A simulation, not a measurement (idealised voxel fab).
Presented below is a process module, voxel ribs on slabs.
Section shown: cut. Width: 225 nm. Cell size: 5 nm, square.
When this document writes out a cross-section, it uses a grid of square cells and lists it as bands, beginning at the top and moving down, with a band standing for one or more rows of cells.
Within each band entry, the heights of the top and of the bottom of the band appear first, in that order and in nm; the materials of the band then follow from left to right, each with its corresponding width in nm. The designation "all across" on a single material indicates that it fills the band from edge to edge; the designation "blank" indicates empty space.
The level at which height equals 0 is the one under which the wafer, as it arrives, is entirely one material. No lower edge exists for the bottom band, which continues downward and is notated as in "from 0 down".
The width entry "30 to 40" should be interpreted row by row: the top row of cells in the band takes the first number, the bottom row takes the second number, and the change between adjacent rows is uniform throughout.
Where a step carries "nothing changed", the cross-section came out of it unchanged, cell for cell.
Any empty space of 8 cells or more lacking an open way to the top shows up in "Voids lacking openings" as width x height at distance, distance from the left edge, in nm.
Anything after a step's settings on that line? It's the simulator's own note about the step.
The "overlay nm" setting may appear on a step's line; for a step that uses a mask, it gives how far to the right of its planned position the mask lay, and a negative value indicates the left.
Reading guide: pairs of cross-sections, before and after one process step; after view cut off at lowest changed band; step and settings listed under each pair. Pairs may stem from different runs of this module on the same starting wafer; continuity with the pair above only where the "Pre-step condition" entry states it.

[Pre-step condition]
> from 0 down: Si all across
> Voids lacking openings: none

[Resulting Cross-Section]
> from 20 to 0: SiO2 all across
> Rest of section, below 0: as before.
> Voids lacking openings: none
Step sandwiched between the two cross-sections above: DIRECTIONAL_DEP with material SiO2, thk nm 20

Pre-step condition: see the after view in the pair directly above.

[Resulting Cross-Section]
> from 35 to 20: SiN all across
> Rest of section, below 20: as before.
> Voids lacking openings: none
Step sandwiched between the two cross-sections above: DIRECTIONAL_DEP with material SiN, thk nm 15

Pre-step condition: see the after view in the pair directly above.

[Resulting Cross-Section]
> from 55 to 35: blank 105, resist 15, blank 105
> Rest of section, below 35: as before.
> Voids lacking openings: none
Step sandwiched between the two cross-sections above: PATTERN with tone cover, mask id RIB, material resist, width nm 15, thk nm 20, overlay nm 0

Pre-step condition: see the after view in the pair directly above.

[Resulting Cross-Section]
> from 55 to 35: blank 105, resist 15, blank 105
> from 35 to 25: blank 105, SiN 15, blank 105
> Rest of section, below 25: as before.
> Voids lacking openings: none
Step sandwiched between the two cross-sections above: DIRECTIONAL_ETCH with etch materials SiN, depth nm 10

Pre-step condition: see the after view in the pair directly above.

[Resulting Cross-Section]
> from 35 to 25: blank 105, SiN 15, blank 105
> Rest of section, below 25: as before.
> Voids lacking openings: none
Step sandwiched between the two cross-sections above: STRIP with etch materials resist

Pre-step condition: see the after view in the pair directly above.

[Resulting Cross-Section]
> from 55 to 35: blank 80, resist 65, blank 80
> from 35 to 25: blank 80, resist 25, SiN 15, resist 25, blank 80
> Rest of section, below 25: as before.
> Voids lacking openings: none
Step sandwiched between the two cross-sections above: PATTERN with tone cover, mask id SLAB, material resist, width nm 65, thk nm 20, overlay nm 0

Pre-step condition: see the after view in the pair directly above.

[Resulting Cross-Section]
> from 55 to 35: blank 80, resist 65, blank 80
> from 35 to 25: blank 80, resist 25, SiN 15, resist 25, blank 80
> from 25 to 20: blank 80, SiN 65, blank 80
> Rest of section, below 20: as before.
> Voids lacking openings: none
Step sandwiched between the two cross-sections above: DIRECTIONAL_ETCH with etch materials SiN, depth nm 5

Pre-step condition: see the after view in the pair directly above.

[Resulting Cross-Section]
> from 35 to 25: blank 105, SiN 15, blank 105
> Rest of section, below 25: as before.
> Voids lacking openings: none
Step sandwiched between the two cross-sections above: STRIP with etch materials resist

Pre-step condition: see the after view in the pair directly above.

[Resulting Cross-Section]
> from 55 to 35: SiO2 all across
> from 35 to 25: SiO2 105, SiN 15, SiO2 105
> from 25 to 20: SiO2 80, SiN 65, SiO2 80
> Rest of section, below 20: as before.
> Voids lacking openings: none
Step sandwiched between the two cross-sections above: FILL_DEP with material SiO2, thk nm 20

Pre-step condition: see the after view in the pair directly above.

[Resulting Cross-Section]
> from 50 to 35: SiO2 all across
> Rest of section, below 35: as before.
> Voids lacking openings: none
Step sandwiched between the two cross-sections above: CMP with height nm 50

Pre-step condition: see the after view in the pair directly above.

[Resulting Cross-Section]
> from 60 to 50: TiN all across
> Rest of section, below 50: as before.
> Voids lacking openings: none
Step sandwiched between the two cross-sections above: DIRECTIONAL_DEP with material TiN, thk nm 10

Pre-step condition: see the after view in the pair directly above.

[Resulting Cross-Section]
> from 75 to 60: blank 100, resist 25, blank 100
> Rest of section, below 60: as before.
> Voids lacking openings: none
Step sandwiched between the two cross-sections above: PATTERN with tone cover, mask id HEATER, material resist, width nm 25, thk nm 15, overlay nm 0

Pre-step condition: see the after view in the pair directly above.

[Resulting Cross-Section]
> from 75 to 60: blank 100, resist 25, blank 100
> from 60 to 50: blank 100, TiN 25, blank 100
> Rest of section, below 50: as before.
> Voids lacking openings: none
Step sandwiched between the two cross-sections above: DIRECTIONAL_ETCH with etch materials TiN, depth nm 10

Pre-step condition: see the after view in the pair directly above.

[Resulting Cross-Section]
> from 60 to 50: blank 100, TiN 25, blank 100
> Rest of section, below 50: as before.
> Voids lacking openings: none
Step sandwiched between the two cross-sections above: STRIP with etch materials resist

Pre-step condition: see the after view in the pair directly above.

[Resulting Cross-Section]
> from 70 to 60: blank 90, SiN 45, blank 90
> from 60 to 50: SiN 100, TiN 25, SiN 100
> Rest of section, below 50: as before.
> Voids lacking openings: none
Step sandwiched between the two cross-sections above: CONFORMAL_DEP with material SiN, thk nm 10

[Pre-step condition]
> from 20 to 0: SiO2 all across
> from 0 down: Si all across
> Voids lacking openings: none

[Resulting Cross-Section]
> from 40 to 0: SiO2 all across
> Rest of section, below 0: as before.
> Voids lacking openings: none
Step sandwiched between the two cross-sections above: DIRECTIONAL_DEP with material SiO2, thk nm 20

Pre-step condition: see the after view in the pair directly above.

[Resulting Cross-Section]
> from 55 to 40: SiN all across
> Rest of section, below 40: as before.
> Voids lacking openings: none
Step sandwiched between the two cross-sections above: DIRECTIONAL_DEP with material SiN, thk nm 15

Pre-step condition: see the after view in the pair directly above.

[Resulting Cross-Section]
> from 75 to 55: blank 105, resist 15, blank 105
> Rest of section, below 55: as before.
> Voids lacking openings: none
Step sandwiched between the two cross-sections above: PATTERN with tone cover, mask id RIB, material resist, width nm 15, thk nm 20, overlay nm 0

Pre-step condition: see the after view in the pair directly above.

[Resulting Cross-Section]
> from 75 to 55: blank 105, resist 15, blank 105
> from 55 to 45: blank 105, SiN 15, blank 105
> Rest of section, below 45: as before.
> Voids lacking openings: none
Step sandwiched between the two cross-sections above: DIRECTIONAL_ETCH with etch materials SiN, depth nm 10

Pre-step condition: see the after view in the pair directly above.

[Resulting Cross-Section]
> from 55 to 45: blank 105, SiN 15, blank 105
> Rest of section, below 45: as before.
> Voids lacking openings: none
Step sandwiched between the two cross-sections above: STRIP with etch materials resist

Pre-step condition: see the after view in the pair directly above.

[Resulting Cross-Section]
> from 75 to 55: blank 80, resist 65, blank 80
> from 55 to 45: blank 80, resist 25, SiN 15, resist 25, blank 80
> Rest of section, below 45: as before.
> Voids lacking openings: none
Step sandwiched between the two cross-sections above: PATTERN with tone cover, mask id SLAB, material resist, width nm 65, thk nm 20, overlay nm 0

Pre-step condition: see the after view in the pair directly above.

[Resulting Cross-Section]
> from 75 to 55: blank 80, resist 65, blank 80
> from 55 to 45: blank 80, resist 25, SiN 15, resist 25, blank 80
> from 45 to 40: blank 80, SiN 65, blank 80
> Rest of section, below 40: as before.
> Voids lacking openings: none
Step sandwiched between the two cross-sections above: DIRECTIONAL_ETCH with etch materials SiN, depth nm 5

Pre-step condition: see the after view in the pair directly above.

[Resulting Cross-Section]
> from 55 to 45: blank 105, SiN 15, blank 105
> Rest of section, below 45: as before.
> Voids lacking openings: none
Step sandwiched between the two cross-sections above: STRIP with etch materials resist

Pre-step condition: see the after view in the pair directly above.

[Resulting Cross-Section]
> from 75 to 55: SiO2 all across
> from 55 to 45: SiO2 105, SiN 15, SiO2 105
> from 45 to 40: SiO2 80, SiN 65, SiO2 80
> Rest of section, below 40: as before.
> Voids lacking openings: none
Step sandwiched between the two cross-sections above: FILL_DEP with material SiO2, thk nm 20

Pre-step condition: see the after view in the pair directly above.

[Resulting Cross-Section]
> from 50 to 40: SiO2 105 to 80, SiN 15 to 65, SiO2 105 to 80
> Rest of section, below 40: as before.
> Voids lacking openings: none
Step sandwiched between the two cross-sections above: CMP with height nm 50

Pre-step condition: see the after view in the pair directly above.

[Resulting Cross-Section]
> from 60 to 50: TiN all across
> Rest of section, below 50: as before.
> Voids lacking openings: none
Step sandwiched between the two cross-sections above: DIRECTIONAL_DEP with material TiN, thk nm 10

Pre-step condition: see the after view in the pair directly above.

[Resulting Cross-Section]
> from 75 to 60: blank 100, resist 25, blank 100
> Rest of section, below 60: as before.
> Voids lacking openings: none
Step sandwiched between the two cross-sections above: PATTERN with tone cover, mask id HEATER, material resist, width nm 25, thk nm 15, overlay nm 0

Pre-step condition: see the after view in the pair directly above.

[Resulting Cross-Section]
> from 75 to 60: blank 100, resist 25, blank 100
> from 60 to 50: blank 100, TiN 25, blank 100
> Rest of section, below 50: as before.
> Voids lacking openings: none
Step sandwiched between the two cross-sections above: DIRECTIONAL_ETCH with etch materials TiN, depth nm 10

Pre-step condition: see the after view in the pair directly above.

[Resulting Cross-Section]
> from 60 to 50: blank 100, TiN 25, blank 100
> Rest of section, below 50: as before.
> Voids lacking openings: none
Step sandwiched between the two cross-sections above: STRIP with etch materials resist

Pre-step condition: see the after view in the pair directly above.

[Resulting Cross-Section]
> from 70 to 60: blank 90, SiN 45, blank 90
> from 60 to 50: SiN 100, TiN 25, SiN 100
> Rest of section, below 50: as before.
> Voids lacking openings: none
Step sandwiched between the two cross-sections above: CONFORMAL_DEP with material SiN, thk nm 10

[Pre-step condition]
> from 0 down: Si all across
> Voids lacking openings: none

[Resulting Cross-Section]
> from 15 to 0: SiN all across
> Rest of section, below 0: as before.
> Voids lacking openings: none
Step sandwiched between the two cross-sections above: DIRECTIONAL_DEP with material SiN, thk nm 15

Pre-step condition: see the after view in the pair directly above.

[Resulting Cross-Section]
> from 35 to 15: SiO2 all across
> Rest of section, below 15: as before.
> Voids lacking openings: none
Step sandwiched between the two cross-sections above: DIRECTIONAL_DEP with material SiO2, thk nm 20

Pre-step condition: see the after view in the pair directly above.

[Resulting Cross-Section]
> from 55 to 35: blank 105, resist 15, blank 105
> Rest of section, below 35: as before.
> Voids lacking openings: none
Step sandwiched between the two cross-sections above: PATTERN with tone cover, mask id RIB, material resist, width nm 15, thk nm 20, overlay nm 0

Pre-step condition: see the after view in the pair directly above.

[Resulting Cross-Section]
> from 35 to 15: SiO2 all across
> Rest of section, below 15: as before.
> Voids lacking openings: none
Step sandwiched between the two cross-sections above: STRIP with etch materials resist

Pre-step condition: see the after view in the pair directly above.

[Resulting Cross-Section]
> from 55 to 35: blank 80, resist 65, blank 80
> Rest of section, below 35: as before.
> Voids lacking openings: none
Step sandwiched between the two cross-sections above: PATTERN with tone cover, mask id SLAB, material resist, width nm 65, thk nm 20, overlay nm 0

Pre-step condition: see the after view in the pair directly above.

[Resulting Cross-Section]
> from 35 to 15: SiO2 all across
> Rest of section, below 15: as before.
> Voids lacking openings: none
Step sandwiched between the two cross-sections above: STRIP with etch materials resist

Pre-step condition: see the after view in the pair directly above.

[Resulting Cross-Section]
> from 55 to 15: SiO2 all across
> Rest of section, below 15: as before.
> Voids lacking openings: none
Step sandwiched between the two cross-sections above: FILL_DEP with material SiO2, thk nm 20

Pre-step condition: see the after view in the pair directly above.

[Resulting Cross-Section]
> from 50 to 15: SiO2 all across
> Rest of section, below 15: as before.
> Voids lacking openings: none
Step sandwiched between the two cross-sections above: CMP with height nm 50

Pre-step condition: see the after view in the pair directly above.

[Resulting Cross-Section]
> from 60 to 50: TiN all across
> Rest of section, below 50: as before.
> Voids lacking openings: none
Step sandwiched between the two cross-sections above: DIRECTIONAL_DEP with material TiN, thk nm 10

Pre-step condition: see the after view in the pair directly above.

[Resulting Cross-Section]
> from 75 to 60: blank 100, resist 25, blank 100
> Rest of section, below 60: as before.
> Voids lacking openings: none
Step sandwiched between the two cross-sections above: PATTERN with tone cover, mask id HEATER, material resist, width nm 25, thk nm 15, overlay nm 0

Pre-step condition: see the after view in the pair directly above.

[Resulting Cross-Section]
> from 75 to 60: blank 100, resist 25, blank 100
> from 60 to 50: blank 100, TiN 25, blank 100
> Rest of section, below 50: as before.
> Voids lacking openings: none
Step sandwiched between the two cross-sections above: DIRECTIONAL_ETCH with etch materials TiN, depth nm 10

Pre-step condition: see the after view in the pair directly above.

[Resulting Cross-Section]
> from 60 to 50: blank 100, TiN 25, blank 100
> Rest of section, below 50: as before.
> Voids lacking openings: none
Step sandwiched between the two cross-sections above: STRIP with etch materials resist

Pre-step condition: see the after view in the pair directly above.

[Resulting Cross-Section]
> from 70 to 60: blank 90, SiN 45, blank 90
> from 60 to 50: SiN 100, TiN 25, SiN 100
> Rest of section, below 50: as before.
> Voids lacking openings: none
Step sandwiched between the two cross-sections above: CONFORMAL_DEP with material SiN, thk nm 10

[Pre-step condition]
> from 60 to 50: blank 100, TiN 25, blank 100
> from 50 to 35: SiO2 all across
> from 35 to 25: SiO2 105, SiN 15, SiO2 105
> from 25 to 20: SiO2 80, SiN 65, SiO2 80
> from 20 to 0: SiO2 all across
> from 0 down: Si all across
> Voids lacking openings: none

[Resulting Cross-Section]
> from 75 to 65: blank 85, SiN 55, blank 85
> from 65 to 60: SiN all across
> from 60 to 50: SiN 100, TiN 25, SiN 100
> Rest of section, below 50: as before.
> Voids lacking openings: none
Step sandwiched between the two cross-sections above: CONFORMAL_DEP with material SiN, thk nm 15

[Pre-step condition]
> from 35 to 25: blank 105, SiN 15, blank 105
> from 25 to 20: SiN all across
> from 20 to 0: SiO2 all across
> from 0 down: Si all across
> Voids lacking openings: none

[Resulting Cross-Section]
> from 55 to 35: blank 80, resist 70, blank 75
> from 35 to 25: blank 80, resist 25, SiN 15, resist 30, blank 75
> Rest of section, below 25: as before.
> Voids lacking openings: none
Step sandwiched between the two cross-sections above: PATTERN with tone cover, mask id SLAB, material resist, width nm 70, thk nm 20, overlay nm 0

Pre-step condition: see the after view in the pair directly above.

[Resulting Cross-Section]
> from 55 to 35: blank 80, resist 70, blank 75
> from 35 to 25: blank 80, resist 25, SiN 15, resist 30, blank 75
> from 25 to 20: blank 80, SiN 70, blank 75
> Rest of section, below 20: as before.
> Voids lacking openings: none
Step sandwiched between the two cross-sections above: DIRECTIONAL_ETCH with etch materials SiN, depth nm 5

Pre-step condition: see the after view in the pair directly above.

[Resulting Cross-Section]
> from 35 to 25: blank 105, SiN 15, blank 105
> Rest of section, below 25: as before.
> Voids lacking openings: none
Step sandwiched between the two cross-sections above: STRIP with etch materials resist

Pre-step condition: see the after view in the pair directly above.

[Resulting Cross-Section]
> from 55 to 35: SiO2 all across
> from 35 to 25: SiO2 105, SiN 15, SiO2 105
> from 25 to 20: SiO2 80, SiN 70, SiO2 75
> Rest of section, below 20: as before.
> Voids lacking openings: none
Step sandwiched between the two cross-sections above: FILL_DEP with material SiO2, thk nm 20

Pre-step condition: see the after view in the pair directly above.

[Resulting Cross-Section]
> from 50 to 35: SiO2 all across
> Rest of section, below 35: as before.
> Voids lacking openings: none
Step sandwiched between the two cross-sections above: CMP with height nm 50

Pre-step condition: see the after view in the pair directly above.

[Resulting Cross-Section]
> from 60 to 50: TiN all across
> Rest of section, below 50: as before.
> Voids lacking openings: none
Step sandwiched between the two cross-sections above: DIRECTIONAL_DEP with material TiN, thk nm 10

Pre-step condition: see the after view in the pair directly above.

[Resulting Cross-Section]
> from 75 to 60: blank 100, resist 25, blank 100
> Rest of section, below 60: as before.
> Voids lacking openings: none
Step sandwiched between the two cross-sections above: PATTERN with tone cover, mask id HEATER, material resist, width nm 25, thk nm 15, overlay nm 0

Pre-step condition: see the after view in the pair directly above.

[Resulting Cross-Section]
> from 75 to 60: blank 100, resist 25, blank 100
> from 60 to 50: blank 100, TiN 25, blank 100
> Rest of section, below 50: as before.
> Voids lacking openings: none
Step sandwiched between the two cross-sections above: DIRECTIONAL_ETCH with etch materials TiN, depth nm 10

Pre-step condition: see the after view in the pair directly above.

[Resulting Cross-Section]
> from 60 to 50: blank 100, TiN 25, blank 100
> Rest of section, below 50: as before.
> Voids lacking openings: none
Step sandwiched between the two cross-sections above: STRIP with etch materials resist

Pre-step condition: see the after view in the pair directly above.

[Resulting Cross-Section]
> from 70 to 60: blank 90, SiN 45, blank 90
> from 60 to 50: SiN 100, TiN 25, SiN 100
> Rest of section, below 50: as before.
> Voids lacking openings: none
Step sandwiched between the two cross-sections above: CONFORMAL_DEP with material SiN, thk nm 10

[Pre-step condition]
> from 35 to 25: blank 105, SiN 15, blank 105
> from 25 to 20: SiN all across
> from 20 to 0: SiO2 all across
> from 0 down: Si all across
> Voids lacking openings: none

[Resulting Cross-Section]
> from 55 to 35: blank 70, resist 65, blank 90
> from 35 to 25: blank 70, resist 35, SiN 15, resist 15, blank 90
> Rest of section, below 25: as before.
> Voids lacking openings: none
Step sandwiched between the two cross-sections above: PATTERN with tone cover, mask id SLAB, material resist, width nm 65, thk nm 20, overlay nm -10

Pre-step condition: see the after view in the pair directly above.

[Resulting Cross-Section]
> from 55 to 35: blank 70, resist 65, blank 90
> from 35 to 25: blank 70, resist 35, SiN 15, resist 15, blank 90
> from 25 to 20: blank 70, SiN 65, blank 90
> Rest of section, below 20: as before.
> Voids lacking openings: none
Step sandwiched between the two cross-sections above: DIRECTIONAL_ETCH with etch materials SiN, depth nm 5

Pre-step condition: see the after view in the pair directly above.

[Resulting Cross-Section]
> from 35 to 25: blank 105, SiN 15, blank 105
> Rest of section, below 25: as before.
> Voids lacking openings: none
Step sandwiched between the two cross-sections above: STRIP with etch materials resist

Pre-step condition: see the after view in the pair directly above.

[Resulting Cross-Section]
> from 55 to 35: SiO2 all across
> from 35 to 25: SiO2 105, SiN 15, SiO2 105
> from 25 to 20: SiO2 70, SiN 65, SiO2 90
> Rest of section, below 20: as before.
> Voids lacking openings: none
Step sandwiched between the two cross-sections above: FILL_DEP with material SiO2, thk nm 20

Pre-step condition: see the after view in the pair directly above.

[Resulting Cross-Section]
> from 50 to 35: SiO2 all across
> Rest of section, below 35: as before.
> Voids lacking openings: none
Step sandwiched between the two cross-sections above: CMP with height nm 50

Pre-step condition: see the after view in the pair directly above.

[Resulting Cross-Section]
> from 60 to 50: TiN all across
> Rest of section, below 50: as before.
> Voids lacking openings: none
Step sandwiched between the two cross-sections above: DIRECTIONAL_DEP with material TiN, thk nm 10

Pre-step condition: see the after view in the pair directly above.

[Resulting Cross-Section]
> from 75 to 60: blank 100, resist 25, blank 100
> Rest of section, below 60: as before.
> Voids lacking openings: none
Step sandwiched between the two cross-sections above: PATTERN with tone cover, mask id HEATER, material resist, width nm 25, thk nm 15, overlay nm 0

Pre-step condition: see the after view in the pair directly above.

[Resulting Cross-Section]
> from 75 to 60: blank 100, resist 25, blank 100
> from 60 to 50: blank 100, TiN 25, blank 100
> Rest of section, below 50: as before.
> Voids lacking openings: none
Step sandwiched between the two cross-sections above: DIRECTIONAL_ETCH with etch materials TiN, depth nm 10

Pre-step condition: see the after view in the pair directly above.

[Resulting Cross-Section]
> from 60 to 50: blank 100, TiN 25, blank 100
> Rest of section, below 50: as before.
> Voids lacking openings: none
Step sandwiched between the two cross-sections above: STRIP with etch materials resist

Pre-step condition: see the after view in the pair directly above.

[Resulting Cross-Section]
> from 70 to 60: blank 90, SiN 45, blank 90
> from 60 to 50: SiN 100, TiN 25, SiN 100
> Rest of section, below 50: as before.
> Voids lacking openings: none
Step sandwiched between the two cross-sections above: CONFORMAL_DEP with material SiN, thk nm 10

[Pre-step condition]
> from 50 to 35: SiO2 all across
> from 35 to 25: SiO2 105, SiN 15, SiO2 105
> from 25 to 20: SiO2 80, SiN 65, SiO2 80
> from 20 to 0: SiO2 all across
> from 0 down: Si all across
> Voids lacking openings: none

[Resulting Cross-Section]
> from 60 to 35: SiO2 all across
> Rest of section, below 35: as before.
> Voids lacking openings: none
Step sandwiched between the two cross-sections above: DIRECTIONAL_DEP with material SiO2, thk nm 10

Pre-step condition: see the after view in the pair directly above.

[Resulting Cross-Section]
> from 75 to 60: blank 100, resist 25, blank 100
> Rest of section, below 60: as before.
> Voids lacking openings: none
Step sandwiched between the two cross-sections above: PATTERN with tone cover, mask id HEATER, material resist, width nm 25, thk nm 15, overlay nm 0

Pre-step condition: see the after view in the pair directly above.

[Resulting Cross-Section]
> from 60 to 35: SiO2 all across
> Rest of section, below 35: as before.
> Voids lacking openings: none
Step sandwiched between the two cross-sections above: STRIP with etch materials resist

Pre-step condition: see the after view in the pair directly above.

[Resulting Cross-Section]
> from 70 to 60: SiN all across
> Rest of section, below 60: as before.
> Voids lacking openings: none
Step sandwiched between the two cross-sections above: CONFORMAL_DEP with material SiN, thk nm 10

[Pre-step condition]
> from 35 to 20: SiN all across
> from 20 to 0: SiO2 all across
> from 0 down: Si all across
> Voids lacking openings: none

[Resulting Cross-Section]
> from 55 to 35: resist 105, blank 15, resist 105
> Rest of section, below 35: as before.
> Voids lacking openings: none
Step sandwiched between the two cross-sections above: PATTERN with tone open, mask id RIB, material resist, width nm 15, thk nm 20, overlay nm 0

Pre-step condition: see the after view in the pair directly above.

[Resulting Cross-Section]
> from 55 to 35: resist 105, blank 15, resist 105
> from 35 to 25: SiN 105, blank 15, SiN 105
> Rest of section, below 25: as before.
> Voids lacking openings: none
Step sandwiched between the two cross-sections above: DIRECTIONAL_ETCH with etch materials SiN, depth nm 10

Pre-step condition: see the after view in the pair directly above.

[Resulting Cross-Section]
> from 35 to 25: SiN 105, blank 15, SiN 105
> Rest of section, below 25: as before.
> Voids lacking openings: none
Step sandwiched between the two cross-sections above: STRIP with etch materials resist

Pre-step condition: see the after view in the pair directly above.

[Resulting Cross-Section]
> from 55 to 35: blank 80, resist 65, blank 80
> from 35 to 25: SiN 105, resist 15, SiN 105
> Rest of section, below 25: as before.
> Voids lacking openings: none
Step sandwiched between the two cross-sections above: PATTERN with tone cover, mask id SLAB, material resist, width nm 65, thk nm 20, overlay nm 0

Pre-step condition: see the after view in the pair directly above.

[Resulting Cross-Section]
> from 55 to 35: blank 80, resist 65, blank 80
> from 35 to 30: blank 80, SiN 25, resist 15, SiN 25, blank 80
> Rest of section, below 30: as before.
> Voids lacking openings: none
Step sandwiched between the two cross-sections above: DIRECTIONAL_ETCH with etch materials SiN, depth nm 5

Pre-step condition: see the after view in the pair directly above.

[Resulting Cross-Section]
> from 35 to 30: blank 80, SiN 25, blank 15, SiN 25, blank 80
> from 30 to 25: SiN 105, blank 15, SiN 105
> Rest of section, below 25: as before.
> Voids lacking openings: none
Step sandwiched between the two cross-sections above: STRIP with etch materials resist

Pre-step condition: see the after view in the pair directly above.

[Resulting Cross-Section]
> from 55 to 35: SiO2 all across
> from 35 to 30: SiO2 80, SiN 25, SiO2 15, SiN 25, SiO2 80
> from 30 to 25: SiN 105, SiO2 15, SiN 105
> Rest of section, below 25: as before.
> Voids lacking openings: none
Step sandwiched between the two cross-sections above: FILL_DEP with material SiO2, thk nm 20

Pre-step condition: see the after view in the pair directly above.

[Resulting Cross-Section]
> from 50 to 35: SiO2 all across
> Rest of section, below 35: as before.
> Voids lacking openings: none
Step sandwiched between the two cross-sections above: CMP with height nm 50

Pre-step condition: see the after view in the pair directly above.

[Resulting Cross-Section]
> from 60 to 50: TiN all across
> Rest of section, below 50: as before.
> Voids lacking openings: none
Step sandwiched between the two cross-sections above: DIRECTIONAL_DEP with material TiN, thk nm 10

Pre-step condition: see the after view in the pair directly above.

[Resulting Cross-Section]
> from 75 to 60: blank 100, resist 25, blank 100
> Rest of section, below 60: as before.
> Voids lacking openings: none
Step sandwiched between the two cross-sections above: PATTERN with tone cover, mask id HEATER, material resist, width nm 25, thk nm 15, overlay nm 0

Pre-step condition: see the after view in the pair directly above.

[Resulting Cross-Section]
> from 75 to 60: blank 100, resist 25, blank 100
> from 60 to 50: blank 100, TiN 25, blank 100
> Rest of section, below 50: as before.
> Voids lacking openings: none
Step sandwiched between the two cross-sections above: DIRECTIONAL_ETCH with etch materials TiN, depth nm 10

Pre-step condition: see the after view in the pair directly above.

[Resulting Cross-Section]
> from 60 to 50: blank 100, TiN 25, blank 100
> Rest of section, below 50: as before.
> Voids lacking openings: none
Step sandwiched between the two cross-sections above: STRIP with etch materials resist

Pre-step condition: see the after view in the pair directly above.

[Resulting Cross-Section]
> from 70 to 60: blank 90, SiN 45, blank 90
> from 60 to 50: SiN 100, TiN 25, SiN 100
> Rest of section, below 50: as before.
> Voids lacking openings: none
Step sandwiched between the two cross-sections above: CONFORMAL_DEP with material SiN, thk nm 10
